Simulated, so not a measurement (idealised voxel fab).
process module | voxel transistor to metal
cross-section cut | 210 nm wide | cells 5 nm
A cross-section is a grid of square cells, given in bands from the top down. A band is one or more rows of cells.
Each band's line starts with the height of the band's top and of its bottom, in nm. Then come its materials from left to right, each with its width in nm. One material with "throughout" fills the band from edge to edge. "air" is empty space.
Height 0 is the level under which the wafer as received is all one material. The lowest band goes on downwards, as in "0 down".
A width such as "30 to 40" changes by the same amount from each row of cells to the next, from the band's top row to its bottom row.
"no change" after a step means that no cell of the cross-section changed.
closed voids: empty space of 8 cells or more with no open way to the top, each as width x height at its distance from the left edge, in nm
after a step's settings: what the simulator itself notes on the step
overlay nm, on a step with a mask: how far to the right of its planned place the mask lay; to the left if negative
plan
1 op RECEIVE | material Si
2 op CONFORMAL_DEP | material SiO2 | thk nm 5
3 op CONFORMAL_DEP | material SiN | thk nm 15
4 op DIRECTIONAL_DEP | material aC | thk nm 10
5 op PATTERN | tone cover | mask id ACTIVE | material resist | width nm 85 | thk nm 30 | overlay nm 0
6 op DIRECTIONAL_ETCH | etch materials aC | depth nm 10
7 op STRIP | etch materials resist
8 op DIRECTIONAL_ETCH | etch materials SiN | depth nm 15
9 op DIRECTIONAL_ETCH | etch materials SiO2 | depth nm 5
10 op DIRECTIONAL_ETCH | etch materials Si | depth nm 25
11 op STRIP | etch materials aC
12 op OXIDIZE | depth nm 5
13 op FILL_DEP | material SiO2 | thk nm 15
14 op CMP | height nm 20
15 op SELECTIVE_ETCH | etch materials SiO2 | depth nm 5
16 op STRIP | etch materials SiN
17 op SELECTIVE_ETCH | etch materials SiO2 | depth nm 5
18 op OXIDIZE | depth nm 5
19 op DIRECTIONAL_DEP | material polySi | thk nm 20
20 op DIRECTIONAL_DEP | material SiCN | thk nm 15
21 op MASKED_ETCH | tone cover | mask id GATE | width nm 15 | etch materials SiCN | depth nm 25 | overlay nm 0
22 op MASKED_ETCH | tone cover | mask id GATE | width nm 15 | etch materials polySi | depth nm 30 | overlay nm 0
23 op CONFORMAL_DEP | material SiO2 | thk nm 5
24 op DIRECTIONAL_ETCH | etch materials SiO2 | depth nm 5
25 op CONFORMAL_DEP | material SiN | thk nm 5
26 op DIRECTIONAL_ETCH | etch materials SiN | depth nm 5
27 op DIRECTIONAL_ETCH | etch materials SiO2 | depth nm 5
28 op DIRECTIONAL_ETCH | etch materials Si | depth nm 5
29 op EPI | material pSi | thk nm 10
30 op FILL_DEP | material SiO2 | thk nm 5
31 op CMP | height nm 35
32 op DIRECTIONAL_DEP | material SiO2 | thk nm 15
33 op PATTERN | tone open | mask id CONTACT | material resist | width nm 25 | pitch nm 50 | thk nm 15 | overlay nm 0
34 op DIRECTIONAL_ETCH | etch materials SiO2 | depth nm 50
35 op STRIP | etch materials resist
36 op CONFORMAL_DEP | material TiN | thk nm 5
37 op FILL_DEP | material Ru | thk nm 10
38 op CMP | height nm 50
39 op CONFORMAL_DEP | material SiCN | thk nm 5
40 op DIRECTIONAL_DEP | material lowk | thk nm 15
41 op DIRECTIONAL_DEP | material aC | thk nm 15
42 op PATTERN | tone open | mask id METAL_1 | material resist | width nm 15 | pitch nm 60 | thk nm 30 | overlay nm 0
43 op DIRECTIONAL_ETCH | etch materials aC | depth nm 15
44 op STRIP | etch materials resist
45 op DIRECTIONAL_ETCH | etch materials lowk | depth nm 15
46 op DIRECTIONAL_ETCH | etch materials SiCN | depth nm 5
47 op STRIP | etch materials aC
48 op CONFORMAL_DEP | material TiN | thk nm 5
49 op FILL_DEP | material Ru | thk nm 10
50 op CMP | height nm 70
51 op CONFORMAL_DEP | material SiCN | thk nm 5
52 op DIRECTIONAL_DEP | material SiO2 | thk nm 35
53 op DIRECTIONAL_DEP | material aC | thk nm 15
54 op PATTERN | tone open | mask id METAL_2 | material resist | width nm 15 | pitch nm 60 | thk nm 35 | overlay nm 0
55 op DIRECTIONAL_ETCH | etch materials aC | depth nm 15
56 op STRIP | etch materials resist
57 op DIRECTIONAL_ETCH | etch materials SiO2 | depth nm 20
58 op STRIP | etch materials aC
59 op MASKED_ETCH | tone open | mask id METAL_2_HOLES | width nm 15 | pitch nm 60 | etch materials SiO2 | depth nm 15 | overlay nm 0
60 op MASKED_ETCH | tone open | mask id METAL_2_HOLES | width nm 15 | pitch nm 60 | etch materials SiCN | depth nm 5 | overlay nm 0
61 op CONFORMAL_DEP | material TiN | thk nm 5
62 op FILL_DEP | material Cu | thk nm 5
63 op CMP | height nm 110
64 op CONFORMAL_DEP | material SiN | thk nm 5
first wafer, as planned
as received, after step 1
  0 down: Si throughout
  closed voids: none
after step 2
  5 to 0: SiO2 throughout
  below 0: unchanged
after step 3
  20 to 5: SiN throughout
  below 5: unchanged
after step 4
  30 to 20: aC throughout
  below 20: unchanged
after step 5
  60 to 30: air 60 | resist 85 | air 65
  below 30: unchanged
after step 6
  50 to 30: air 60 | resist 85 | air 65
  30 to 20: air 60 | aC 85 | air 65
  below 20: unchanged
after step 7
  30 to 20: air 60 | aC 85 | air 65
  below 20: unchanged
after step 8
  30 to 20: air 60 | aC 85 | air 65
  20 to 5: air 60 | SiN 85 | air 65
  below 5: unchanged
after step 9
  30 to 20: air 60 | aC 85 | air 65
  20 to 5: air 60 | SiN 85 | air 65
  5 to 0: air 60 | SiO2 85 | air 65
  below 0: unchanged
after step 10
  30 to 20: air 60 | aC 85 | air 65
  20 to 5: air 60 | SiN 85 | air 65
  5 to 0: air 60 | SiO2 85 | air 65
  0 to -25: air 60 | Si 85 | air 65
  below -25: unchanged
after step 11
  20 to 5: air 60 | SiN 85 | air 65
  below 5: unchanged
after step 12
  20 to 5: air 60 | SiN 85 | air 65
  5 to 0: air 60 | SiO2 85 | air 65
  0 to -25: air 60 | SiO2 5 | Si 75 | SiO2 5 | air 65
  -25 to -30: SiO2 65 | Si 75 | SiO2 70
  below -30: unchanged
after step 13
  35 to 20: SiO2 throughout
  20 to 5: SiO2 60 | SiN 85 | SiO2 65
  5 to 0: SiO2 throughout
  0 to -30: SiO2 65 | Si 75 | SiO2 70
  below -30: unchanged
after step 14
  20 to 5: SiO2 60 | SiN 85 | SiO2 65
  below 5: unchanged
after step 15
  20 to 15: air 60 | SiN 85 | air 65
  below 15: unchanged
after step 16
  15 to 5: SiO2 60 | air 85 | SiO2 65
  below 5: unchanged
after step 17
  10 to 0: SiO2 55 | air 95 | SiO2 60
  below 0: unchanged
after step 18
  10 to 0: SiO2 55 | air 95 | SiO2 60
  0 to -5: SiO2 throughout
  below -5: unchanged
after step 19
  30 to 20: polySi 55 | air 95 | polySi 60
  20 to 10: polySi throughout
  10 to 0: SiO2 55 | polySi 95 | SiO2 60
  below 0: unchanged
after step 20
  45 to 35: SiCN 55 | air 95 | SiCN 60
  35 to 30: SiCN throughout
  30 to 20: polySi 55 | SiCN 95 | polySi 60
  below 20: unchanged
after step 21
  35 to 30: air 95 | SiCN 15 | air 100
  30 to 20: polySi 55 | air 40 | SiCN 15 | air 40 | polySi 60
  below 20: unchanged
after step 22
  35 to 20: air 95 | SiCN 15 | air 100
  20 to 10: air 95 | polySi 15 | air 100
  10 to 0: SiO2 55 | air 40 | polySi 15 | air 40 | SiO2 60
  below 0: unchanged
after step 23
  40 to 35: air 90 | SiO2 25 | air 95
  35 to 20: air 90 | SiO2 5 | SiCN 15 | SiO2 5 | air 95
  20 to 15: air 90 | SiO2 5 | polySi 15 | SiO2 5 | air 95
  15 to 5: SiO2 60 | air 30 | SiO2 5 | polySi 15 | SiO2 5 | air 30 | SiO2 65
  5 to 0: SiO2 95 | polySi 15 | SiO2 100
  below 0: unchanged
after step 24
  35 to 20: air 90 | SiO2 5 | SiCN 15 | SiO2 5 | air 95
  20 to 10: air 90 | SiO2 5 | polySi 15 | SiO2 5 | air 95
  10 to 0: SiO2 60 | air 30 | SiO2 5 | polySi 15 | SiO2 5 | air 30 | SiO2 65
  below 0: unchanged
after step 25
  40 to 35: air 85 | SiN 35 | air 90
  35 to 20: air 85 | SiN 5 | SiO2 5 | SiCN 15 | SiO2 5 | SiN 5 | air 90
  20 to 15: air 85 | SiN 5 | SiO2 5 | polySi 15 | SiO2 5 | SiN 5 | air 90
  15 to 10: SiN 65 | air 20 | SiN 5 | SiO2 5 | polySi 15 | SiO2 5 | SiN 5 | air 20 | SiN 70
  10 to 5: SiO2 60 | SiN 5 | air 20 | SiN 5 | SiO2 5 | polySi 15 | SiO2 5 | SiN 5 | air 20 | SiN 5 | SiO2 65
  5 to 0: SiO2 60 | SiN 30 | SiO2 5 | polySi 15 | SiO2 5 | SiN 30 | SiO2 65
  below 0: unchanged
after step 26
  35 to 20: air 85 | SiN 5 | SiO2 5 | SiCN 15 | SiO2 5 | SiN 5 | air 90
  20 to 10: air 85 | SiN 5 | SiO2 5 | polySi 15 | SiO2 5 | SiN 5 | air 90
  10 to 0: SiO2 60 | SiN 5 | air 20 | SiN 5 | SiO2 5 | polySi 15 | SiO2 5 | SiN 5 | air 20 | SiN 5 | SiO2 65
  below 0: unchanged
after step 27
  35 to 30: air 85 | SiN 5 | air 5 | SiCN 15 | air 5 | SiN 5 | air 90
  30 to 20: air 85 | SiN 5 | SiO2 5 | SiCN 15 | SiO2 5 | SiN 5 | air 90
  20 to 10: air 85 | SiN 5 | SiO2 5 | polySi 15 | SiO2 5 | SiN 5 | air 90
  10 to 5: air 60 | SiN 5 | air 20 | SiN 5 | SiO2 5 | polySi 15 | SiO2 5 | SiN 5 | air 20 | SiN 5 | air 65
  5 to 0: SiO2 60 | SiN 5 | air 20 | SiN 5 | SiO2 5 | polySi 15 | SiO2 5 | SiN 5 | air 20 | SiN 5 | SiO2 65
  0 to -5: SiO2 65 | air 20 | SiO2 35 | air 20 | SiO2 70
  below -5: unchanged
after step 28
  35 to 30: air 85 | SiN 5 | air 5 | SiCN 15 | air 5 | SiN 5 | air 90
  30 to 20: air 85 | SiN 5 | SiO2 5 | SiCN 15 | SiO2 5 | SiN 5 | air 90
  20 to 10: air 85 | SiN 5 | SiO2 5 | polySi 15 | SiO2 5 | SiN 5 | air 90
  10 to 5: air 60 | SiN 5 | air 20 | SiN 5 | SiO2 5 | polySi 15 | SiO2 5 | SiN 5 | air 20 | SiN 5 | air 65
  5 to 0: SiO2 60 | SiN 5 | air 20 | SiN 5 | SiO2 5 | polySi 15 | SiO2 5 | SiN 5 | air 20 | SiN 5 | SiO2 65
  0 to -5: SiO2 65 | air 20 | SiO2 35 | air 20 | SiO2 70
  -5 to -10: SiO2 65 | air 20 | Si 35 | air 20 | SiO2 70
  below -10: unchanged
after step 29
  35 to 30: air 85 | SiN 5 | air 5 | SiCN 15 | air 5 | SiN 5 | air 90
  30 to 20: air 85 | SiN 5 | SiO2 5 | SiCN 15 | SiO2 5 | SiN 5 | air 90
  20 to 10: air 85 | SiN 5 | SiO2 5 | polySi 15 | SiO2 5 | SiN 5 | air 90
  10 to 5: air 60 | SiN 5 | air 20 | SiN 5 | SiO2 5 | polySi 15 | SiO2 5 | SiN 5 | air 20 | SiN 5 | air 65
  5 to 0: SiO2 60 | SiN 5 | air 10 | pSi 10 | SiN 5 | SiO2 5 | polySi 15 | SiO2 5 | SiN 5 | pSi 10 | air 10 | SiN 5 | SiO2 65
  0 to -5: SiO2 65 | pSi 20 | SiO2 35 | pSi 20 | SiO2 70
  -5 to -10: SiO2 65 | pSi 20 | Si 35 | pSi 20 | SiO2 70
  below -10: unchanged
after step 30
  40 to 35: SiO2 throughout
  35 to 20: SiO2 85 | SiN 5 | SiO2 5 | SiCN 15 | SiO2 5 | SiN 5 | SiO2 90
  20 to 10: SiO2 85 | SiN 5 | SiO2 5 | polySi 15 | SiO2 5 | SiN 5 | SiO2 90
  10 to 5: SiO2 60 | SiN 5 | SiO2 20 | SiN 5 | SiO2 5 | polySi 15 | SiO2 5 | SiN 5 | SiO2 20 | SiN 5 | SiO2 65
  5 to 0: SiO2 60 | SiN 5 | SiO2 10 | pSi 10 | SiN 5 | SiO2 5 | polySi 15 | SiO2 5 | SiN 5 | pSi 10 | SiO2 10 | SiN 5 | SiO2 65
  below 0: unchanged
after step 31
  35 to 20: SiO2 85 | SiN 5 | SiO2 5 | SiCN 15 | SiO2 5 | SiN 5 | SiO2 90
  below 20: unchanged
after step 32
  50 to 35: SiO2 throughout
  below 35: unchanged
after step 33
  65 to 50: resist 65 | air 25 | resist 25 | air 25 | resist 70
  below 50: unchanged
after step 34
  65 to 50: resist 65 | air 25 | resist 25 | air 25 | resist 70
  50 to 35: SiO2 65 | air 25 | SiO2 25 | air 25 | SiO2 70
  35 to 20: SiO2 65 | air 20 | SiN 5 | SiO2 5 | SiCN 15 | SiO2 5 | SiN 5 | air 20 | SiO2 70
  20 to 10: SiO2 65 | air 20 | SiN 5 | SiO2 5 | polySi 15 | SiO2 5 | SiN 5 | air 20 | SiO2 70
  10 to 5: SiO2 60 | SiN 5 | air 20 | SiN 5 | SiO2 5 | polySi 15 | SiO2 5 | SiN 5 | air 20 | SiN 5 | SiO2 65
  5 to 0: SiO2 60 | SiN 5 | air 10 | pSi 10 | SiN 5 | SiO2 5 | polySi 15 | SiO2 5 | SiN 5 | pSi 10 | air 10 | SiN 5 | SiO2 65
  below 0: unchanged
after step 35
  50 to 35: SiO2 65 | air 25 | SiO2 25 | air 25 | SiO2 70
  below 35: unchanged
after step 36
  55 to 50: TiN 70 | air 15 | TiN 35 | air 15 | TiN 75
  50 to 40: SiO2 65 | TiN 5 | air 15 | TiN 5 | SiO2 25 | TiN 5 | air 15 | TiN 5 | SiO2 70
  40 to 35: SiO2 65 | TiN 5 | air 10 | TiN 10 | SiO2 25 | TiN 10 | air 10 | TiN 5 | SiO2 70
  35 to 20: SiO2 65 | TiN 5 | air 10 | TiN 5 | SiN 5 | SiO2 5 | SiCN 15 | SiO2 5 | SiN 5 | TiN 5 | air 10 | TiN 5 | SiO2 70
  20 to 10: SiO2 65 | TiN 5 | air 10 | TiN 5 | SiN 5 | SiO2 5 | polySi 15 | SiO2 5 | SiN 5 | TiN 5 | air 10 | TiN 5 | SiO2 70
  10 to 5: SiO2 60 | SiN 5 | TiN 20 | SiN 5 | SiO2 5 | polySi 15 | SiO2 5 | SiN 5 | TiN 20 | SiN 5 | SiO2 65
  5 to 0: SiO2 60 | SiN 5 | TiN 10 | pSi 10 | SiN 5 | SiO2 5 | polySi 15 | SiO2 5 | SiN 5 | pSi 10 | TiN 10 | SiN 5 | SiO2 65
  below 0: unchanged
after step 37
  65 to 55: Ru throughout
  55 to 50: TiN 70 | Ru 15 | TiN 35 | Ru 15 | TiN 75
  50 to 40: SiO2 65 | TiN 5 | Ru 15 | TiN 5 | SiO2 25 | TiN 5 | Ru 15 | TiN 5 | SiO2 70
  40 to 35: SiO2 65 | TiN 5 | Ru 10 | TiN 10 | SiO2 25 | TiN 10 | Ru 10 | TiN 5 | SiO2 70
  35 to 20: SiO2 65 | TiN 5 | Ru 10 | TiN 5 | SiN 5 | SiO2 5 | SiCN 15 | SiO2 5 | SiN 5 | TiN 5 | Ru 10 | TiN 5 | SiO2 70
  20 to 10: SiO2 65 | TiN 5 | Ru 10 | TiN 5 | SiN 5 | SiO2 5 | polySi 15 | SiO2 5 | SiN 5 | TiN 5 | Ru 10 | TiN 5 | SiO2 70
  below 10: unchanged
after step 38
  50 to 40: SiO2 65 | TiN 5 | Ru 15 | TiN 5 | SiO2 25 | TiN 5 | Ru 15 | TiN 5 | SiO2 70
  below 40: unchanged
after step 39
  55 to 50: SiCN throughout
  below 50: unchanged
after step 40
  70 to 55: lowk throughout
  below 55: unchanged
after step 41
  85 to 70: aC throughout
  below 70: unchanged
after step 42
  115 to 85: resist 65 | air 15 | resist 45 | air 15 | resist 70
  below 85: unchanged
after step 43
  100 to 85: resist 65 | air 15 | resist 45 | air 15 | resist 70
  85 to 70: aC 65 | air 15 | aC 45 | air 15 | aC 70
  below 70: unchanged
after step 44
  85 to 70: aC 65 | air 15 | aC 45 | air 15 | aC 70
  below 70: unchanged
after step 45
  85 to 70: aC 65 | air 15 | aC 45 | air 15 | aC 70
  70 to 55: lowk 65 | air 15 | lowk 45 | air 15 | lowk 70
  below 55: unchanged
after step 46
  85 to 70: aC 65 | air 15 | aC 45 | air 15 | aC 70
  70 to 55: lowk 65 | air 15 | lowk 45 | air 15 | lowk 70
  55 to 50: SiCN 65 | air 15 | SiCN 45 | air 15 | SiCN 70
  below 50: unchanged
after step 47
  70 to 55: lowk 65 | air 15 | lowk 45 | air 15 | lowk 70
  below 55: unchanged
after step 48
  75 to 70: TiN 70 | air 5 | TiN 55 | air 5 | TiN 75
  70 to 55: lowk 65 | TiN 5 | air 5 | TiN 5 | lowk 45 | TiN 5 | air 5 | TiN 5 | lowk 70
  55 to 50: SiCN 65 | TiN 15 | SiCN 45 | TiN 15 | SiCN 70
  below 50: unchanged
after step 49
  85 to 75: Ru throughout
  75 to 70: TiN 70 | Ru 5 | TiN 55 | Ru 5 | TiN 75
  70 to 55: lowk 65 | TiN 5 | Ru 5 | TiN 5 | lowk 45 | TiN 5 | Ru 5 | TiN 5 | lowk 70
  below 55: unchanged
after step 50
  70 to 55: lowk 65 | TiN 5 | Ru 5 | TiN 5 | lowk 45 | TiN 5 | Ru 5 | TiN 5 | lowk 70
  below 55: unchanged
after step 51
  75 to 70: SiCN throughout
  below 70: unchanged
after step 52
  110 to 75: SiO2 throughout
  below 75: unchanged
after step 53
  125 to 110: aC throughout
  below 110: unchanged
after step 54
  160 to 125: resist 65 | air 15 | resist 45 | air 15 | resist 70
  below 125: unchanged
after step 55
  145 to 125: resist 65 | air 15 | resist 45 | air 15 | resist 70
  125 to 110: aC 65 | air 15 | aC 45 | air 15 | aC 70
  below 110: unchanged
after step 56
  125 to 110: aC 65 | air 15 | aC 45 | air 15 | aC 70
  below 110: unchanged
after step 57
  125 to 110: aC 65 | air 15 | aC 45 | air 15 | aC 70
  110 to 90: SiO2 65 | air 15 | SiO2 45 | air 15 | SiO2 70
  below 90: unchanged
after step 58
  110 to 90: SiO2 65 | air 15 | SiO2 45 | air 15 | SiO2 70
  below 90: unchanged
after step 59
  110 to 75: SiO2 65 | air 15 | SiO2 45 | air 15 | SiO2 70
  below 75: unchanged
after step 60
  110 to 75: SiO2 65 | air 15 | SiO2 45 | air 15 | SiO2 70
  75 to 70: SiCN 65 | air 15 | SiCN 45 | air 15 | SiCN 70
  below 70: unchanged
after step 61
  115 to 110: TiN 70 | air 5 | TiN 55 | air 5 | TiN 75
  110 to 75: SiO2 65 | TiN 5 | air 5 | TiN 5 | SiO2 45 | TiN 5 | air 5 | TiN 5 | SiO2 70
  75 to 70: SiCN 65 | TiN 15 | SiCN 45 | TiN 15 | SiCN 70
  below 70: unchanged
after step 62
  120 to 115: Cu throughout
  115 to 110: TiN 70 | Cu 5 | TiN 55 | Cu 5 | TiN 75
  110 to 75: SiO2 65 | TiN 5 | Cu 5 | TiN 5 | SiO2 45 | TiN 5 | Cu 5 | TiN 5 | SiO2 70
  below 75: unchanged
after step 63
  110 to 75: SiO2 65 | TiN 5 | Cu 5 | TiN 5 | SiO2 45 | TiN 5 | Cu 5 | TiN 5 | SiO2 70
  below 75: unchanged
after step 64
  115 to 110: SiN throughout
  below 110: unchanged
second wafer: like start, like plan, one mistake. Through step 22 it matches the first wafer
when step 23 should have ended: no change
when step 24 should have ended
  35 to 20: air 95 | SiCN 15 | air 100
  20 to 5: air 95 | polySi 15 | air 100
  5 to 0: SiO2 55 | air 40 | polySi 15 | air 40 | SiO2 60
  0 to -5: SiO2 55 | air 40 | SiO2 15 | air 40 | SiO2 60
  below -5: unchanged
when step 25 should have ended
  40 to 35: air 90 | SiN 25 | air 95
  35 to 20: air 90 | SiN 5 | SiCN 15 | SiN 5 | air 95
  20 to 10: air 90 | SiN 5 | polySi 15 | SiN 5 | air 95
  10 to 5: SiN 60 | air 30 | SiN 5 | polySi 15 | SiN 5 | air 30 | SiN 65
  5 to 0: SiO2 55 | SiN 5 | air 30 | SiN 5 | polySi 15 | SiN 5 | air 30 | SiN 5 | SiO2 60
  0 to -5: SiO2 55 | SiN 40 | SiO2 15 | SiN 40 | SiO2 60
  below -5: unchanged
when step 26 should have ended
  35 to 20: air 90 | SiN 5 | SiCN 15 | SiN 5 | air 95
  20 to 5: air 90 | SiN 5 | polySi 15 | SiN 5 | air 95
  5 to 0: SiO2 55 | SiN 5 | air 30 | SiN 5 | polySi 15 | SiN 5 | air 30 | SiN 5 | SiO2 60
  0 to -5: SiO2 55 | SiN 5 | air 30 | SiN 5 | SiO2 15 | SiN 5 | air 30 | SiN 5 | SiO2 60
  below -5: unchanged
when step 27 should have ended
  35 to 20: air 90 | SiN 5 | SiCN 15 | SiN 5 | air 95
  20 to 5: air 90 | SiN 5 | polySi 15 | SiN 5 | air 95
  5 to 0: air 55 | SiN 5 | air 30 | SiN 5 | polySi 15 | SiN 5 | air 30 | SiN 5 | air 60
  0 to -5: SiO2 55 | SiN 5 | air 30 | SiN 5 | SiO2 15 | SiN 5 | air 30 | SiN 5 | SiO2 60
  -5 to -10: SiO2 60 | air 5 | Si 75 | air 5 | SiO2 65
  below -10: unchanged
when step 28 should have ended
  35 to 20: air 90 | SiN 5 | SiCN 15 | SiN 5 | air 95
  20 to 5: air 90 | SiN 5 | polySi 15 | SiN 5 | air 95
  5 to 0: air 55 | SiN 5 | air 30 | SiN 5 | polySi 15 | SiN 5 | air 30 | SiN 5 | air 60
  0 to -5: SiO2 55 | SiN 5 | air 30 | SiN 5 | SiO2 15 | SiN 5 | air 30 | SiN 5 | SiO2 60
  -5 to -10: SiO2 60 | air 30 | Si 25 | air 30 | SiO2 65
  below -10: unchanged
when step 29 should have ended
  35 to 20: air 90 | SiN 5 | SiCN 15 | SiN 5 | air 95
  20 to 5: air 90 | SiN 5 | polySi 15 | SiN 5 | air 95
  5 to 0: air 55 | SiN 5 | air 20 | pSi 10 | SiN 5 | polySi 15 | SiN 5 | pSi 10 | air 20 | SiN 5 | air 60
  0 to -5: SiO2 55 | SiN 5 | pSi 30 | SiN 5 | SiO2 15 | SiN 5 | pSi 30 | SiN 5 | SiO2 60
  -5 to -10: SiO2 60 | pSi 30 | Si 25 | pSi 30 | SiO2 65
  below -10: unchanged
when step 30 should have ended
  40 to 35: SiO2 throughout
  35 to 20: SiO2 90 | SiN 5 | SiCN 15 | SiN 5 | SiO2 95
  20 to 5: SiO2 90 | SiN 5 | polySi 15 | SiN 5 | SiO2 95
  5 to 0: SiO2 55 | SiN 5 | SiO2 20 | pSi 10 | SiN 5 | polySi 15 | SiN 5 | pSi 10 | SiO2 20 | SiN 5 | SiO2 60
  below 0: unchanged
when step 31 should have ended
  35 to 20: SiO2 90 | SiN 5 | SiCN 15 | SiN 5 | SiO2 95
  below 20: unchanged
when step 32 should have ended
  50 to 35: SiO2 throughout
  below 35: unchanged
when step 33 should have ended
  65 to 50: resist 65 | air 25 | resist 25 | air 25 | resist 70
  below 50: unchanged
when step 34 should have ended
  65 to 50: resist 65 | air 25 | resist 25 | air 25 | resist 70
  50 to 35: SiO2 65 | air 25 | SiO2 25 | air 25 | SiO2 70
  35 to 20: SiO2 65 | air 25 | SiN 5 | SiCN 15 | SiN 5 | air 25 | SiO2 70
  20 to 5: SiO2 65 | air 25 | SiN 5 | polySi 15 | SiN 5 | air 25 | SiO2 70
  5 to 0: SiO2 55 | SiN 5 | SiO2 5 | air 15 | pSi 10 | SiN 5 | polySi 15 | SiN 5 | pSi 10 | air 15 | SiO2 5 | SiN 5 | SiO2 60
  below 0: unchanged
when step 35 should have ended
  50 to 35: SiO2 65 | air 25 | SiO2 25 | air 25 | SiO2 70
  below 35: unchanged
when step 36 should have ended
  55 to 50: TiN 70 | air 15 | TiN 35 | air 15 | TiN 75
  50 to 35: SiO2 65 | TiN 5 | air 15 | TiN 5 | SiO2 25 | TiN 5 | air 15 | TiN 5 | SiO2 70
  35 to 20: SiO2 65 | TiN 5 | air 15 | TiN 5 | SiN 5 | SiCN 15 | SiN 5 | TiN 5 | air 15 | TiN 5 | SiO2 70
  20 to 10: SiO2 65 | TiN 5 | air 15 | TiN 5 | SiN 5 | polySi 15 | SiN 5 | TiN 5 | air 15 | TiN 5 | SiO2 70
  10 to 5: SiO2 65 | TiN 5 | air 5 | TiN 15 | SiN 5 | polySi 15 | SiN 5 | TiN 15 | air 5 | TiN 5 | SiO2 70
  5 to 0: SiO2 55 | SiN 5 | SiO2 5 | TiN 15 | pSi 10 | SiN 5 | polySi 15 | SiN 5 | pSi 10 | TiN 15 | SiO2 5 | SiN 5 | SiO2 60
  below 0: unchanged
when step 37 should have ended
  65 to 55: Ru throughout
  55 to 50: TiN 70 | Ru 15 | TiN 35 | Ru 15 | TiN 75
  50 to 35: SiO2 65 | TiN 5 | Ru 15 | TiN 5 | SiO2 25 | TiN 5 | Ru 15 | TiN 5 | SiO2 70
  35 to 20: SiO2 65 | TiN 5 | Ru 15 | TiN 5 | SiN 5 | SiCN 15 | SiN 5 | TiN 5 | Ru 15 | TiN 5 | SiO2 70
  20 to 10: SiO2 65 | TiN 5 | Ru 15 | TiN 5 | SiN 5 | polySi 15 | SiN 5 | TiN 5 | Ru 15 | TiN 5 | SiO2 70
  10 to 5: SiO2 65 | TiN 5 | Ru 5 | TiN 15 | SiN 5 | polySi 15 | SiN 5 | TiN 15 | Ru 5 | TiN 5 | SiO2 70
  below 5: unchanged
when step 38 should have ended
  50 to 35: SiO2 65 | TiN 5 | Ru 15 | TiN 5 | SiO2 25 | TiN 5 | Ru 15 | TiN 5 | SiO2 70
  below 35: unchanged
when step 39 should have ended
  55 to 50: SiCN throughout
  below 50: unchanged
when step 40 should have ended
  70 to 55: lowk throughout
  below 55: unchanged
when step 41 should have ended
  85 to 70: aC throughout
  below 70: unchanged
when step 42 should have ended
  115 to 85: resist 65 | air 15 | resist 45 | air 15 | resist 70
  below 85: unchanged
when step 43 should have ended
  100 to 85: resist 65 | air 15 | resist 45 | air 15 | resist 70
  85 to 70: aC 65 | air 15 | aC 45 | air 15 | aC 70
  below 70: unchanged
when step 44 should have ended
  85 to 70: aC 65 | air 15 | aC 45 | air 15 | aC 70
  below 70: unchanged
when step 45 should have ended
  85 to 70: aC 65 | air 15 | aC 45 | air 15 | aC 70
  70 to 55: lowk 65 | air 15 | lowk 45 | air 15 | lowk 70
  below 55: unchanged
when step 46 should have ended
  85 to 70: aC 65 | air 15 | aC 45 | air 15 | aC 70
  70 to 55: lowk 65 | air 15 | lowk 45 | air 15 | lowk 70
  55 to 50: SiCN 65 | air 15 | SiCN 45 | air 15 | SiCN 70
  below 50: unchanged
when step 47 should have ended
  70 to 55: lowk 65 | air 15 | lowk 45 | air 15 | lowk 70
  below 55: unchanged
when step 48 should have ended
  75 to 70: TiN 70 | air 5 | TiN 55 | air 5 | TiN 75
  70 to 55: lowk 65 | TiN 5 | air 5 | TiN 5 | lowk 45 | TiN 5 | air 5 | TiN 5 | lowk 70
  55 to 50: SiCN 65 | TiN 15 | SiCN 45 | TiN 15 | SiCN 70
  below 50: unchanged
when step 49 should have ended
  85 to 75: Ru throughout
  75 to 70: TiN 70 | Ru 5 | TiN 55 | Ru 5 | TiN 75
  70 to 55: lowk 65 | TiN 5 | Ru 5 | TiN 5 | lowk 45 | TiN 5 | Ru 5 | TiN 5 | lowk 70
  below 55: unchanged
when step 50 should have ended
  70 to 55: lowk 65 | TiN 5 | Ru 5 | TiN 5 | lowk 45 | TiN 5 | Ru 5 | TiN 5 | lowk 70
  below 55: unchanged
when step 51 should have ended
  75 to 70: SiCN throughout
  below 70: unchanged
when step 52 should have ended
  110 to 75: SiO2 throughout
  below 75: unchanged
when step 53 should have ended
  125 to 110: aC throughout
  below 110: unchanged
when step 54 should have ended
  160 to 125: resist 65 | air 15 | resist 45 | air 15 | resist 70
  below 125: unchanged
when step 55 should have ended
  145 to 125: resist 65 | air 15 | resist 45 | air 15 | resist 70
  125 to 110: aC 65 | air 15 | aC 45 | air 15 | aC 70
  below 110: unchanged
when step 56 should have ended
  125 to 110: aC 65 | air 15 | aC 45 | air 15 | aC 70
  below 110: unchanged
when step 57 should have ended
  125 to 110: aC 65 | air 15 | aC 45 | air 15 | aC 70
  110 to 90: SiO2 65 | air 15 | SiO2 45 | air 15 | SiO2 70
  below 90: unchanged
when step 58 should have ended
  110 to 90: SiO2 65 | air 15 | SiO2 45 | air 15 | SiO2 70
  below 90: unchanged
when step 59 should have ended
  110 to 75: SiO2 65 | air 15 | SiO2 45 | air 15 | SiO2 70
  below 75: unchanged
when step 60 should have ended
  110 to 75: SiO2 65 | air 15 | SiO2 45 | air 15 | SiO2 70
  75 to 70: SiCN 65 | air 15 | SiCN 45 | air 15 | SiCN 70
  below 70: unchanged
when step 61 should have ended
  115 to 110: TiN 70 | air 5 | TiN 55 | air 5 | TiN 75
  110 to 75: SiO2 65 | TiN 5 | air 5 | TiN 5 | SiO2 45 | TiN 5 | air 5 | TiN 5 | SiO2 70
  75 to 70: SiCN 65 | TiN 15 | SiCN 45 | TiN 15 | SiCN 70
  below 70: unchanged
when step 62 should have ended
  120 to 115: Cu throughout
  115 to 110: TiN 70 | Cu 5 | TiN 55 | Cu 5 | TiN 75
  110 to 75: SiO2 65 | TiN 5 | Cu 5 | TiN 5 | SiO2 45 | TiN 5 | Cu 5 | TiN 5 | SiO2 70
  below 75: unchanged
when step 63 should have ended
  110 to 75: SiO2 65 | TiN 5 | Cu 5 | TiN 5 | SiO2 45 | TiN 5 | Cu 5 | TiN 5 | SiO2 70
  below 75: unchanged
when step 64 should have ended
  115 to 110: SiN throughout
  below 110: unchanged
what went wrong: step 23 was left out
at the end the second wafer has, in cells: 14 more of Ru | 2 fewer of Si | 2 more of SiN | 22 fewer of SiO2 | 8 more of pSi
